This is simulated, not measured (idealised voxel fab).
Process module name: voxel released beams
For reference, the cross-section in this document is cut, with width 245 nm and square cells of 5 nm.
A cross-section in this document is a grid of square cells, and it is written down as bands, the top band listed before the ones below it; a band is made up of one or more rows of cells. First you get the band's top height and its bottom height, in nm, and then the materials it's made of, left to right, with each width in nm. If you see a single material with "everywhere", that one covers the band edge to edge. "air" is empty space. Heights from 0 (as-received wafer is one material below). Bottom band endless downward, as "0 and below". A width such as "30..40" changes by the same amount from each row of cells to the next, from the band's top row to its bottom row. It should be understood that the words "nothing was modified", when stated for a given step, signify that the cross-section underwent no change in any of its cells during that step. "Internal closed voids" lists enclosed empty spaces (at least 8 cells, no open path upward to the top), each as width x height at distance from the left edge, in nm. Anything after a step's settings on that line? It's the simulator's own note about the step. Steps that use a mask can have "overlay nm" on their line. It says how far the mask sat to the right of where it was meant to be. Negative means to the left.
### Steps in the process plan
1: RECEIVE,material Si
2: CONFORMAL_DEP,material Al2O3,thk nm 10
3: DIRECTIONAL_DEP,material SiO2,thk nm 10
4: DIRECTIONAL_DEP,material aC,thk nm 10
5: PATTERN,tone open,mask id ANCHOR,material resist,width nm 35,thk nm 25,overlay nm 0
6: DIRECTIONAL_ETCH,etch materials aC,depth nm 10
7: STRIP,etch materials resist
8: DIRECTIONAL_ETCH,etch materials SiO2,depth nm 10
9: STRIP,etch materials aC
10: CONFORMAL_DEP,material W,thk nm 15
11: DIRECTIONAL_DEP,material aC,thk nm 15
12: PATTERN,tone cover,mask id BEAM,material resist,width nm 105,thk nm 30,overlay nm 0
13: DIRECTIONAL_ETCH,etch materials aC,depth nm 15
14: STRIP,etch materials resist
15: DIRECTIONAL_ETCH,etch materials W,depth nm 15
16: STRIP,etch materials aC
17: STRIP,etch materials SiO2
### Step 1 complete: cross-section of the wafer as received
* 0 and below: Si everywhere
* Internal closed voids: none
### First wafer of two, sectioned at end of module; run went per plan
* 35 down to 25: air=65 / W=20 / air=5 / W=80 / air=75
* 25 down to 20: air=65 / W=105 / air=75
* 20 down to 10: air=70 / W=35 / air=140
* 10 down to 0: Al2O3 everywhere
* 0 and below: Si everywhere
* Internal closed voids: none
### Wafer two cross-section, module end. Start and plan unchanged from wafer one; one mistake made during the run
* 25 down to 15: air=65 / W=20 / air=5 / W=80 / air=75
* 15 down to 10: air=65 / W=105 / air=75
* 10 down to 0: air=70 / W=35 / air=140
* 0 and below: Si everywhere
* Internal closed voids: none
Finding, execution versus plan: plan step 2 was not performed, having been skipped
Final cells, second wafer relative to first, materials higher or lower: 98 fewer of Al2O3
